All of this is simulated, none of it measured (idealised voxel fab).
A process module follows: voxel transistor to metal.
FYI the section here is cut, 180 nm wide, cells are 5 nm squares.
Notation: cross-section as square-cell grid; stated in bands, top first, going down; one or more cell rows per band.
The band entry comprises the height of the band's top followed by the height of its bottom, expressed in nm, and subsequently the band's materials from left to right, each stated together with its width in nm. Where a single material is marked with the word "all across", that material fills the band from edge to edge. The word "blank" represents empty space.
Zero point of the height axis is 0; under it, received wafer = one material. Lowest band: continues down indefinitely, "top 0, no bottom".
The notation "30..40" denotes a width that varies across the rows of cells in the band, beginning at the first number in the top row, finishing at the second number in the bottom row, and changing by an identical amount from each row to the next.
"same as before" means the step left every cell of the cross-section as it was.
"Sealed void inventory": empty spaces of 8 cells or more with no open way to the top, each given as width x height at distance, distance from the left edge, all in nm.
Text after the settings on a step's line: the simulator's own remark on that step.
The optional step-line setting "overlay nm" applies to steps with a mask and quantifies how far to the right of its planned location the mask lay, a negative value indicating leftward placement.

[Planned process steps]
1. op RECEIVE | material Si
2. op OXIDIZE | depth nm 5
3. op CONFORMAL_DEP | material SiN | thk nm 15
4. op DIRECTIONAL_DEP | material aC | thk nm 10
5. op PATTERN | tone cover | mask id ACTIVE | material resist | width nm 100 | thk nm 25 | overlay nm 0
6. op DIRECTIONAL_ETCH | etch materials aC | depth nm 10
7. op STRIP | etch materials resist
8. op DIRECTIONAL_ETCH | etch materials SiN | depth nm 15
9. op DIRECTIONAL_ETCH | etch materials SiO2 | depth nm 5
10. op DIRECTIONAL_ETCH | etch materials Si | depth nm 30
11. op STRIP | etch materials aC
12. op FILL_DEP | material SiO2 | thk nm 5
13. op CMP | height nm 15
14. op SELECTIVE_ETCH | etch materials SiO2 | depth nm 15
15. op STRIP | etch materials SiN
16. op SELECTIVE_ETCH | etch materials SiO2 | depth nm 5
17. op OXIDIZE | depth nm 5
18. op DIRECTIONAL_DEP | material polySi | thk nm 30
19. op DIRECTIONAL_DEP | material SiCN | thk nm 15
20. op PATTERN | tone cover | mask id GATE | material resist | width nm 20 | thk nm 20 | overlay nm 0
21. op DIRECTIONAL_ETCH | etch materials SiCN | depth nm 25
22. op DIRECTIONAL_ETCH | etch materials polySi | depth nm 40
23. op STRIP | etch materials resist
24. op CONFORMAL_DEP | material SiO2 | thk nm 5
25. op DIRECTIONAL_ETCH | etch materials SiO2 | depth nm 5
26. op CONFORMAL_DEP | material SiN | thk nm 10
27. op DIRECTIONAL_ETCH | etch materials SiN | depth nm 10
28. op DIRECTIONAL_ETCH | etch materials SiO2 | depth nm 5
29. op EPI | material SiGe | thk nm 5
30. op FILL_DEP | material SiO2 | thk nm 10
31. op CMP | height nm 40
32. op DIRECTIONAL_DEP | material SiO2 | thk nm 15
33. op MASKED_ETCH | tone open | mask id CONTACT | width nm 30 | pitch nm 60 | etch materials SiO2 | depth nm 60 | overlay nm 0
34. op CONFORMAL_DEP | material TiN | thk nm 5
35. op FILL_DEP | material W | thk nm 10
36. op CMP | height nm 55
37. op CONFORMAL_DEP | material SiCN | thk nm 5
38. op DIRECTIONAL_DEP | material lowk | thk nm 20
39. op MASKED_ETCH | tone open | mask id METAL_1 | width nm 15 | pitch nm 75 | etch materials lowk | depth nm 20 | overlay nm 0
40. op MASKED_ETCH | tone open | mask id METAL_1 | width nm 15 | pitch nm 75 | etch materials SiCN | depth nm 5 | overlay nm 0
41. op CONFORMAL_DEP | material TiN | thk nm 5
42. op FILL_DEP | material Cu | thk nm 5
43. op CMP | height nm 80
44. op EPI | material Ru | thk nm 5
45. op FILL_DEP | material SiCN | thk nm 5
46. op DIRECTIONAL_DEP | material lowk | thk nm 30
47. op MASKED_ETCH | tone open | mask id METAL_2 | width nm 15 | pitch nm 75 | etch materials lowk | depth nm 15 | overlay nm 0
48. op PATTERN | tone open | mask id METAL_2_HOLES | material resist | width nm 15 | pitch nm 75 | thk nm 20 | overlay nm 0
49. op DIRECTIONAL_ETCH | etch materials lowk | depth nm 15
50. op DIRECTIONAL_ETCH | etch materials SiCN | depth nm 5
51. op STRIP | etch materials resist
52. op CONFORMAL_DEP | material TiN | thk nm 5
53. op FILL_DEP | material Cu | thk nm 10
54. op CMP | height nm 120
55. op CONFORMAL_DEP | material SiCN | thk nm 5

[Step 1 complete: cross-section of the wafer as received]
  top 0, no bottom | Si all across
  Sealed void inventory: none

[Here's the wafer cut in cross-section after the module, started and planned just like above, except one thing was done wrong in the run]
  top 125, bottom 120 | SiCN all across
  top 120, bottom 115 | TiN 50; Cu 5; TiN 70; Cu 5; TiN 50
  top 115, bottom 90 | lowk 45; TiN 5; Cu 5; TiN 5; lowk 60; TiN 5; Cu 5; TiN 5; lowk 45
  top 90, bottom 85 | SiCN 45; TiN 15; SiCN 60; TiN 15; SiCN 45
  top 85, bottom 80 | SiCN 40; Ru 25; SiCN 50; Ru 25; SiCN 40
  top 80, bottom 60 | lowk 45; TiN 5; Cu 5; TiN 5; lowk 60; TiN 5; Cu 5; TiN 5; lowk 45
  top 60, bottom 55 | SiCN 45; TiN 15; SiCN 60; TiN 15; SiCN 45
  top 55, bottom 45 | SiO2 45; TiN 5; W 20; TiN 5; SiO2 30; TiN 5; W 20; TiN 5; SiO2 45
  top 45, bottom 40 | SiO2 45; TiN 5; W 10; TiN 15; SiO2 30; TiN 15; W 10; TiN 5; SiO2 45
  top 40, bottom 25 | SiO2 45; TiN 5; W 10; TiN 5; SiN 10; SiO2 5; SiCN 20; SiO2 5; SiN 10; TiN 5; W 10; TiN 5; SiO2 45
  top 25, bottom 0 | SiO2 45; TiN 5; W 10; TiN 5; SiN 10; SiO2 5; polySi 20; SiO2 5; SiN 10; TiN 5; W 10; TiN 5; SiO2 45
  top 0, bottom -5 | SiO2 45; TiN 20; SiN 10; SiO2 5; polySi 20; SiO2 5; SiN 10; TiN 20; SiO2 45
  top -5, bottom -10 | SiO2 35; SiGe 30; SiO2 50; SiGe 30; SiO2 35
  top -10, bottom -35 | SiO2 40; Si 100; SiO2 40
  top -35, no bottom | Si all across
  Sealed void inventory: none
Processing error: rather than as planned, step 46 actually ran as op DIRECTIONAL_DEP | material lowk | thk nm 25
